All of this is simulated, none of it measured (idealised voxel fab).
Process module under the name voxel fin reveal
Square cell edge 5 nm, section width 280 nm, ID cut.
Cross-section format: a grid of square cells, given as bands from top to bottom; each band is one or more rows of cells.
This entry defines a band. It first specifies the height of the band's top and the height of its bottom in nm, and then specifies the band's materials from left to right, stating each material with its width in nm. The word "full width" identifies a single material that fills the band from edge to edge, while the word "blank" identifies empty space.
Ref level 0: as-received wafer is one material below here. Bottom band extends down with no lower bound ("from 0 down").
Quick explanation for "30 to 40": the width changes in equal steps down the rows of cells, from the first number in the band's top row to the second number in its bottom row.
Reading "no change occurred" for a step: not a cell of the cross-section changed in it.
Entry "Unvented cavities" = empty spaces >= 8 cells with no open way to the top; each as width x height at distance, distance from left edge, all nm.
after a step's settings: what the simulator itself notes on the step
Each step line may optionally specify "overlay nm", which for a step with a mask gives the rightward distance between the mask's planned place and where it lay, a negative value indicating the leftward direction.

# plan
step 1: RECEIVE [material Si]
step 2: CONFORMAL_DEP [material SiN] [thk nm 5]
step 3: DIRECTIONAL_DEP [material aC] [thk nm 15]
step 4: PATTERN [tone cover] [mask id FINS] [material resist] [width nm 15] [pitch nm 40] [thk nm 30] [overlay nm 0]
step 5: DIRECTIONAL_ETCH [etch materials aC] [depth nm 15]
step 6: STRIP [etch materials resist]
step 7: DIRECTIONAL_ETCH [etch materials SiN] [depth nm 5]
step 8: DIRECTIONAL_ETCH [etch materials Si] [depth nm 40]
step 9: STRIP [etch materials aC]
step 10: FILL_DEP [material SiO2] [thk nm 5]
step 11: CMP [height nm 5]
step 12: SELECTIVE_ETCH [etch materials SiO2] [depth nm 25]
step 13: STRIP [etch materials SiN]
Split variable: depth nm, step 12. Plan value = first wafer. Wafers start alike.

# Cross-section of the first of several received wafers, showing its state after step 1
> from 0 down | Si full width
> Unvented cavities: none

# Depicted here is the first of several wafers in cross-section, at module completion following the last step, step 13
> from 0 to -20 | blank=70 | Si=15 | blank=25 | Si=15 | blank=25 | Si=15 | blank=25 | Si=15 | blank=75
> from -20 to -40 | SiO2=70 | Si=15 | SiO2=25 | Si=15 | SiO2=25 | Si=15 | SiO2=25 | Si=15 | SiO2=75
> from -40 down | Si full width
> Unvented cavities: none

# Cross-section of the last wafer at end of module
> from 0 to -40 | blank=70 | Si=15 | blank=25 | Si=15 | blank=25 | Si=15 | blank=25 | Si=15 | blank=75
> from -40 down | Si full width
> Unvented cavities: none

# Each row below is a wafer at the end of the module, listing for every material the number of cells it has gained (+) or lost (-) since it was received, followed by its closed voids
depth nm 25, -352 Si, +176 SiO2, Unvented cavities: none
depth nm 30, -352 Si, +132 SiO2, Unvented cavities: none
depth nm 35, -352 Si, +88 SiO2, Unvented cavities: none
depth nm 40, -352 Si, +44 SiO2, Unvented cavities: none
depth nm 45, -352 Si, Unvented cavities: none
depth nm 50, -352 Si, Unvented cavities: none
